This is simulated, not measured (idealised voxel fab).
Process module name: voxel ribs on slabs
Xsec cut, 280 nm wide, square cell size 5 nm.
Each cross-section below is a grid of square cells, stated as bands in top-down order, with one or more rows of cells making up each band. For a band, the entry starts with two heights in nm, that of the top and then that of the bottom, and carries on with the band's materials in order from left to right, each alongside its width in nm; the word "edge to edge" beside a single material means it fills the band edge to edge, and "empty" means empty space. Basically, 0 is our baseline, since under it the wafer straight out of the box is all one material. The bottom band has no lower end and keeps on going down, so it looks like "0..down". The expression "30->40" gives the width at the extremes of the band, the first number at its top row of cells and the second at its bottom row, with the width changing by equal amounts from each row to the next in between. "remained the same" (step): cross-section cells unchanged, all of them. Entry "Internal closed voids". Content: empty spaces with no open connection to the top, size 8 cells or greater. Each: width x height at distance. Distance: from left edge. Unit: nm. Anything after a step's settings on that line? It's the simulator's own note about the step. "overlay nm" on a masked step: distance the mask lay right of its planned place, negative for left.
[Here's what the planned process steps look like]
1,op RECEIVE | material Si
2,op DIRECTIONAL_DEP | material SiO2 | thk nm 25
3,op DIRECTIONAL_DEP | material polySi | thk nm 25
4,op MASKED_ETCH | tone cover | mask id RIB | width nm 25 | etch materials polySi | depth nm 10 | overlay nm 0
5,op DIRECTIONAL_DEP | material aC | thk nm 15
6,op PATTERN | tone cover | mask id SLAB | material resist | width nm 55 | thk nm 35 | overlay nm 0
7,op DIRECTIONAL_ETCH | etch materials aC | depth nm 15
8,op STRIP | etch materials resist
9,op DIRECTIONAL_ETCH | etch materials polySi | depth nm 15
10,op STRIP | etch materials aC
11,op FILL_DEP | material SiO2 | thk nm 15
12,op CMP | height nm 60
13,op DIRECTIONAL_DEP | material TiN | thk nm 10
14,op MASKED_ETCH | tone cover | mask id HEATER | width nm 35 | etch materials TiN | depth nm 10 | overlay nm 0
15,op CONFORMAL_DEP | material SiN | thk nm 5
[First of the two wafers, run per plan]
[Shown in cross-section is the wafer as received, that is, as it stands after step 1]
	0..down: Si edge to edge
	Internal closed voids: none
[After step 2, in cross-section]
	25..0: SiO2 edge to edge
	Rest of section, below 0: as before.
[After step 3, in cross-section]
	50..25: polySi edge to edge
	Rest of section, below 25: as before.
[After step 4, in cross-section]
	50..40: 125 empty; 25 polySi; 130 empty
	Rest of section, below 40: as before.
[After step 5, in cross-section]
	65..55: 125 empty; 25 aC; 130 empty
	55..50: aC edge to edge
	50..40: 125 aC; 25 polySi; 130 aC
	Rest of section, below 40: as before.
[After step 6, in cross-section]
	100..65: 110 empty; 55 resist; 115 empty
	65..55: 110 empty; 15 resist; 25 aC; 15 resist; 115 empty
	Rest of section, below 55: as before.
[After step 7, in cross-section]
	85..65: 110 empty; 55 resist; 115 empty
	65..55: 110 empty; 15 resist; 25 aC; 15 resist; 115 empty
	55..50: 110 empty; 55 aC; 115 empty
	50..40: 110 empty; 15 aC; 25 polySi; 15 aC; 115 empty
	Rest of section, below 40: as before.
[After step 8, in cross-section]
	65..55: 125 empty; 25 aC; 130 empty
	Rest of section, below 55: as before.
[After step 9, in cross-section]
	65..55: 125 empty; 25 aC; 130 empty
	55..50: 110 empty; 55 aC; 115 empty
	50..40: 110 empty; 15 aC; 25 polySi; 15 aC; 115 empty
	40..25: 110 empty; 55 polySi; 115 empty
	Rest of section, below 25: as before.
[After step 10, in cross-section]
	50..40: 125 empty; 25 polySi; 130 empty
	Rest of section, below 40: as before.
[After step 11, in cross-section]
	65..50: SiO2 edge to edge
	50..40: 125 SiO2; 25 polySi; 130 SiO2
	40..25: 110 SiO2; 55 polySi; 115 SiO2
	Rest of section, below 25: as before.
[After step 12, in cross-section]
	60..50: SiO2 edge to edge
	Rest of section, below 50: as before.
[After step 13, in cross-section]
	70..60: TiN edge to edge
	Rest of section, below 60: as before.
[After step 14, in cross-section]
	70..60: 120 empty; 35 TiN; 125 empty
	Rest of section, below 60: as before.
[After step 15, in cross-section]
	75..70: 115 empty; 45 SiN; 120 empty
	70..65: 115 empty; 5 SiN; 35 TiN; 5 SiN; 120 empty
	65..60: 120 SiN; 35 TiN; 125 SiN
	Rest of section, below 60: as before.
[What follows concerns the second wafer, which started out like the first and was meant to follow the very same plan; one mistake crept in when it was run, but everything up to and including step 13 is the same as for the first wafer]
[Planned end of step 14: second wafer, cross-section]
	70..60: 120 TiN; 35 empty; 125 TiN
	Rest of section, below 60: as before.
[Planned end of step 15: second wafer, cross-section]
	75..70: 125 SiN; 25 empty; 130 SiN
	70..65: 120 TiN; 5 SiN; 25 empty; 5 SiN; 125 TiN
	65..60: 120 TiN; 35 SiN; 125 TiN
	Rest of section, below 60: as before.
So what did we get wrong on this run? step 14 went in with a setting other than planned; the actual run was op MASKED_ETCH | tone open | mask id HEATER | width nm 35 | etch materials TiN | depth nm 10 | overlay nm 0
End of process, cell counts, second wafer against first, materials with more or fewer: TiN +84
